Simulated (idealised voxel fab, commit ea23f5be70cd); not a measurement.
Module name: voxel fin reveal (process module)
The cross-section on display is named cut; it measures 205 nm wide, and its cells are 5 nm squares.
If you're reading a cross-section in this doc, picture square cells in a grid; it comes to you as bands, top ones listed first down to the bottom, and a band can be one or more rows of cells. Heads up on the band format: heights come first, top then bottom, in nm. After that it's the materials left to right, each with its width in nm. A single material flagged "throughout" fills the whole band edge to edge, and "air" means there's empty space there. It should be noted that heights are counted from 0, beneath which the wafer as supplied is of one material throughout, and that the lowest band possesses no lower boundary but continues downward, as written in "0 nm and below". Top row gets the first number, bottom row gets the second, and each row in between changes by the same step: that is how a band width like "30..40" works. When a step is marked "changes: none", none of the cells in the cross-section changed during that step. Listed in "Enclosed internal cavities": every empty space of 8 or more cells without an open way to the top. Form: width x height at distance, the distance being from the left edge, all in nm. It should be noted that, on the line of a given step, the content following the step's settings is a remark produced by the simulator itself with respect to that step. overlay nm: mask offset rightward from planned place, masked step; negative means leftward offset.
# Intended process steps
1. RECEIVE with material Si
2. CONFORMAL_DEP with material SiN, thk nm 5
3. DIRECTIONAL_DEP with material aC, thk nm 15
4. PATTERN with tone cover, mask id FINS, material resist, width nm 15, pitch nm 40, thk nm 30, overlay nm -15
5. DIRECTIONAL_ETCH with etch materials aC, depth nm 15
6. STRIP with etch materials resist
7. DIRECTIONAL_ETCH with etch materials SiN, depth nm 5
8. DIRECTIONAL_ETCH with etch materials Si, depth nm 40
9. STRIP with etch materials aC
10. OXIDIZE with depth nm 5
11. FILL_DEP with material SiO2, thk nm 15
12. CMP with height nm 5
13. SELECTIVE_ETCH with etch materials SiO2, depth nm 30
14. STRIP with etch materials SiN
15. CONFORMAL_DEP with material HfO2, thk nm 5
Keep in mind the plan's value for the overlay nm of step 4 comes from the first wafer; the wafers don't share that setting, but they do share the same starting point.
# first wafer as received, after step 1
  0 nm and below | Si throughout
  Enclosed internal cavities: none
# Here is the cross-section of the first of several wafers at the end of the module, after its last step, step 15
  5 nm to 0 nm | 40 air, 15 HfO2, 25 air, 15 HfO2, 25 air, 15 HfO2, 70 air
  0 nm to -20 nm | 40 air, 5 HfO2, 5 Si, 5 HfO2, 25 air, 5 HfO2, 5 Si, 5 HfO2, 25 air, 5 HfO2, 5 Si, 5 HfO2, 70 air
  -20 nm to -25 nm | 45 HfO2, 5 Si, 35 HfO2, 5 Si, 35 HfO2, 5 Si, 75 HfO2
  -25 nm to -45 nm | 45 SiO2, 5 Si, 35 SiO2, 5 Si, 35 SiO2, 5 Si, 75 SiO2
  -45 nm and below | Si throughout
  Enclosed internal cavities: none
# Last wafer, end of module, cross-section
  5 nm to 0 nm | 70 air, 15 HfO2, 25 air, 15 HfO2, 25 air, 15 HfO2, 40 air
  0 nm to -20 nm | 70 air, 5 HfO2, 5 Si, 5 HfO2, 25 air, 5 HfO2, 5 Si, 5 HfO2, 25 air, 5 HfO2, 5 Si, 5 HfO2, 40 air
  -20 nm to -25 nm | 75 HfO2, 5 Si, 35 HfO2, 5 Si, 35 HfO2, 5 Si, 45 HfO2
  -25 nm to -45 nm | 75 SiO2, 5 Si, 35 SiO2, 5 Si, 35 SiO2, 5 Si, 45 SiO2
  -45 nm and below | Si throughout
  Enclosed internal cavities: none
# End of module, by wafer: material-by-material cell gain (+) or loss (-) since receipt, then closed voids
overlay nm -15 | +71 HfO2 | -342 Si | +152 SiO2 | Enclosed internal cavities: none
overlay nm -10 | +71 HfO2 | -342 Si | +152 SiO2 | Enclosed internal cavities: none
overlay nm -5 | +71 HfO2 | -342 Si | +152 SiO2 | Enclosed internal cavities: none
overlay nm 0 | +71 HfO2 | -342 Si | +152 SiO2 | Enclosed internal cavities: none
overlay nm 5 | +71 HfO2 | -342 Si | +152 SiO2 | Enclosed internal cavities: none
overlay nm 10 | +71 HfO2 | -342 Si | +152 SiO2 | Enclosed internal cavities: none
overlay nm 15 | +71 HfO2 | -342 Si | +152 SiO2 | Enclosed internal cavities: none
